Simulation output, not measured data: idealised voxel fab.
The following is a process module called voxel self aligned contacts.
145 nm wide, 5 nm square cells: that's cross-section cut.
Just so we're on the same page, the cross-sections are grids of square cells, and they're listed out in bands top to bottom, each band one or more rows deep. Band entry format. Leading values: height of top, height of bottom, nm. Remainder: materials in left-to-right order, each with its width in nm. Special words: "edge to edge" on a single material, which then fills the band edge to edge; "empty", empty space. It should be noted that heights are counted from 0, beneath which the wafer as supplied is of one material throughout, and that the lowest band possesses no lower boundary but continues downward, as written in "0 down". It should be noted that a width expressed as "30->40" varies in equal increments from row to row of cells within the band, taking the value of the first number at the top row and that of the second number at the bottom row. Step marked "changes: none"? Then no cell in the cross-section changed in it. Enclosed void list: empty space of 8 cells or more with no open way to the top, each as width x height at its distance from the left edge, in nm. If you see something after the settings on a step's line, that's the simulator's own remark about that step. overlay nm: how far to the right of its planned place the mask lay on this masked step (negative: to the left).
This section lists the process steps that were planned:
1 RECEIVE,material Si
2 CONFORMAL_DEP,material SiO2,thk nm 5
3 DIRECTIONAL_DEP,material polySi,thk nm 20
4 DIRECTIONAL_DEP,material SiN,thk nm 20
5 PATTERN,tone cover,mask id GATE,material resist,width nm 35,pitch nm 70,thk nm 15,overlay nm 0
6 DIRECTIONAL_ETCH,etch materials SiN,depth nm 20
7 DIRECTIONAL_ETCH,etch materials polySi,depth nm 20
8 STRIP,etch materials resist
9 CONFORMAL_DEP,material SiN,thk nm 10
10 DIRECTIONAL_ETCH,etch materials SiN,depth nm 10
11 FILL_DEP,material SiO2,thk nm 15
12 CMP,height nm 55
13 DIRECTIONAL_DEP,material aC,thk nm 15
14 PATTERN,tone open,mask id CONTACT,material resist,width nm 55,thk nm 30,overlay nm 0
15 DIRECTIONAL_ETCH,etch materials aC,depth nm 15
16 STRIP,etch materials resist
17 DIRECTIONAL_ETCH,etch materials SiO2,depth nm 55
18 STRIP,etch materials aC
19 CONFORMAL_DEP,material TiN,thk nm 5
20 FILL_DEP,material W,thk nm 10
21 CMP,height nm 55
22 CONFORMAL_DEP,material SiN,thk nm 5
Step 1 complete: cross-section of the wafer as received:
    0 down: Si edge to edge
    Enclosed void list: none
The first of the two wafers as seen in cross-section once the module was finished; processing followed the plan:
    60 to 55: SiN edge to edge
    55 to 45: SiO2: 45  TiN: 5->25  W: 45->5  TiN: 5->25  SiO2: 45
    45 to 25: SiO2: 10  SiN: 55  TiN: 5  W: 5  TiN: 5  SiN: 55  SiO2: 10
    25 to 5: SiO2: 10  SiN: 10  polySi: 35  SiN: 10  TiN: 5  W: 5  TiN: 5  SiN: 10  polySi: 35  SiN: 10  SiO2: 10
    5 to 0: SiO2: 65  TiN: 15  SiO2: 65
    0 down: Si edge to edge
    Enclosed void list: none
Cross-section at end of module for the second wafer of two, which matched the first in starting point and plan and differed by one mistake in its processing:
    60 to 55: SiN edge to edge
    55 to 45: SiO2: 45  TiN: 5->25  W: 45->5  TiN: 5->25  SiO2: 45
    45 to 25: SiO2: 10  SiN: 55  TiN: 5  W: 5  TiN: 5  SiN: 55  SiO2: 10
    25 to 20: SiO2: 65  TiN: 15  SiO2: 65
    20 to 0: polySi edge to edge
    0 down: Si edge to edge
    Enclosed void list: none
Processing error: steps 2 and 3 of the plan were run in the wrong order, each in the other's place
Final difference in cells, second wafer against first, listed per material as more or fewer: SiN -32; SiO2 -16; TiN -8; W -4; polySi +60
